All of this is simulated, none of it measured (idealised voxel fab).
Process module name: voxel capacitor over wiring
The cross-section shown here is cut; it is 180 nm wide and divided into square cells measuring 5 nm on a side.
A cross-section is written here as square cells arranged in a grid, and it is given in bands from the top down, each band taking up one or more rows of cells.
It is stipulated that each band's entry specify, in nanometres, the height of the top of the band and then that of its bottom, followed by the materials of the band in left-to-right sequence, each together with its width in nanometres. A single material marked by the word "everywhere" is understood to fill the band from edge to edge; the word "air" is understood to denote empty space.
Heights are measured from 0, the level below which the as-received wafer is all one material; the lowest band has no bottom and continues downward, written as in "z 0 and below".
Width "30 to 40": first value at the band's top row of cells, second value at its bottom row, equal change from row to row.
It should be understood that the words "nothing altered", when stated for a given step, signify that the cross-section underwent no change in any of its cells during that step.
Listed in "Sealed void list": every empty space of 8 or more cells without an open way to the top. Form: width x height at distance, the distance being from the left edge, all in nm.
Where a step's line continues beyond its settings, the continuation is a remark by the simulator itself on that step.
Steps that use a mask can have "overlay nm" on their line. It says how far the mask sat to the right of where it was meant to be. Negative means to the left.
Planned step list for the process
1: RECEIVE [material Si]
2: CONFORMAL_DEP [material SiO2] [thk nm 10]
3: DIRECTIONAL_DEP [material TiN] [thk nm 5]
4: DIRECTIONAL_DEP [material W] [thk nm 15]
5: PATTERN [tone cover] [mask id METAL_1] [material resist] [width nm 25] [pitch nm 75] [thk nm 15] [overlay nm 0]
6: DIRECTIONAL_ETCH [etch materials W] [depth nm 15]
7: DIRECTIONAL_ETCH [etch materials TiN] [depth nm 5]
8: STRIP [etch materials resist]
9: FILL_DEP [material lowk] [thk nm 5]
10: CMP [height nm 30]
11: CONFORMAL_DEP [material SiCN] [thk nm 5]
12: DIRECTIONAL_DEP [material lowk] [thk nm 20]
13: PATTERN [tone open] [mask id PLUG_1] [material resist] [width nm 15] [thk nm 15] [overlay nm 0]
14: DIRECTIONAL_ETCH [etch materials lowk] [depth nm 20]
15: DIRECTIONAL_ETCH [etch materials SiCN] [depth nm 5]
16: STRIP [etch materials resist]
17: EPI [material Ru] [thk nm 10]
18: EPI [material Ru] [thk nm 10]
19: EPI [material Ru] [thk nm 5]
20: DIRECTIONAL_DEP [material TiN] [thk nm 10]
21: DIRECTIONAL_DEP [material Al2O3] [thk nm 5]
22: DIRECTIONAL_DEP [material TiN] [thk nm 5]
23: DIRECTIONAL_DEP [material aC] [thk nm 15]
24: PATTERN [tone cover] [mask id UPPER_PLATE] [material resist] [width nm 55] [thk nm 35] [overlay nm 0]
25: DIRECTIONAL_ETCH [etch materials aC] [depth nm 15]
26: STRIP [etch materials resist]
27: DIRECTIONAL_ETCH [etch materials TiN] [depth nm 5]
28: DIRECTIONAL_ETCH [etch materials Al2O3] [depth nm 5]
29: STRIP [etch materials aC]
30: PATTERN [tone cover] [mask id LOWER_PLATE] [material resist] [width nm 65] [thk nm 20] [overlay nm 0]
31: DIRECTIONAL_ETCH [etch materials TiN] [depth nm 10]
32: STRIP [etch materials resist]
33: FILL_DEP [material SiO2] [thk nm 20]
34: CMP [height nm 90]
35: PATTERN [tone open] [mask id PLUG_2] [material resist] [width nm 15] [thk nm 20] [overlay nm 0]
36: DIRECTIONAL_ETCH [etch materials SiO2] [depth nm 15]
37: STRIP [etch materials resist]
38: CONFORMAL_DEP [material TiN] [thk nm 5]
39: FILL_DEP [material W] [thk nm 10]
40: CMP [height nm 90]
41: CONFORMAL_DEP [material SiN] [thk nm 5]
Step 1 complete: cross-section of the wafer as received
	z 0 and below: Si everywhere
	Sealed void list: none
First of two wafers, end-of-module section, run followed plan
	z 95 to 90: SiN everywhere
	z 90 to 80: SiO2 (60); TiN (5); W (5); TiN (5); SiO2 (105)
	z 80 to 70: SiO2 (60 to 50); TiN (15 to 55); SiO2 (105 to 75)
	z 70 to 65: SiO2 (50); Al2O3 (55); SiO2 (75)
	z 65 to 55: SiO2 (45); TiN (65); SiO2 (70)
	z 55 to 35: lowk (50); Ru (15); lowk (115)
	z 35 to 30: SiCN (50); Ru (15); SiCN (115)
	z 30 to 15: lowk (40); W (25); lowk (50); W (25); lowk (40)
	z 15 to 10: lowk (40); TiN (25); lowk (50); TiN (25); lowk (40)
	z 10 to 0: SiO2 everywhere
	z 0 and below: Si everywhere
	Sealed void list: none
Cross-section of the latter of the two wafers at module completion. It had an identical start and an identical plan to the former; in running it, one mistake was made
	z 95 to 90: SiN everywhere
	z 90 to 85: SiO2 (60); TiN (5); Al2O3 (40); SiO2 (75)
	z 85 to 75: SiO2 (45); TiN (5); SiO2 (10); TiN (50); SiO2 (70)
	z 75 to 70: lowk (50); TiN (15); lowk (115)
	z 70 to 65: lowk (50); Al2O3 (15); lowk (115)
	z 65 to 55: lowk (50); TiN (15); lowk (115)
	z 55 to 35: lowk everywhere
	z 35 to 30: SiCN everywhere
	z 30 to 15: lowk (40); W (25); lowk (50); W (25); lowk (40)
	z 15 to 10: lowk (40); TiN (25); lowk (50); TiN (25); lowk (40)
	z 10 to 0: SiO2 everywhere
	z 0 and below: Si everywhere
	Sealed void list: none
Want to know what went wrong? step 12 of the plan was twice carried out
Looking at both finished wafers in cells, the second ends up ahead of or behind the first on some materials: 15 fewer of Ru, 3 more of SiCN, 118 fewer of SiO2, 12 fewer of TiN, 2 fewer of W, 144 more of lowk
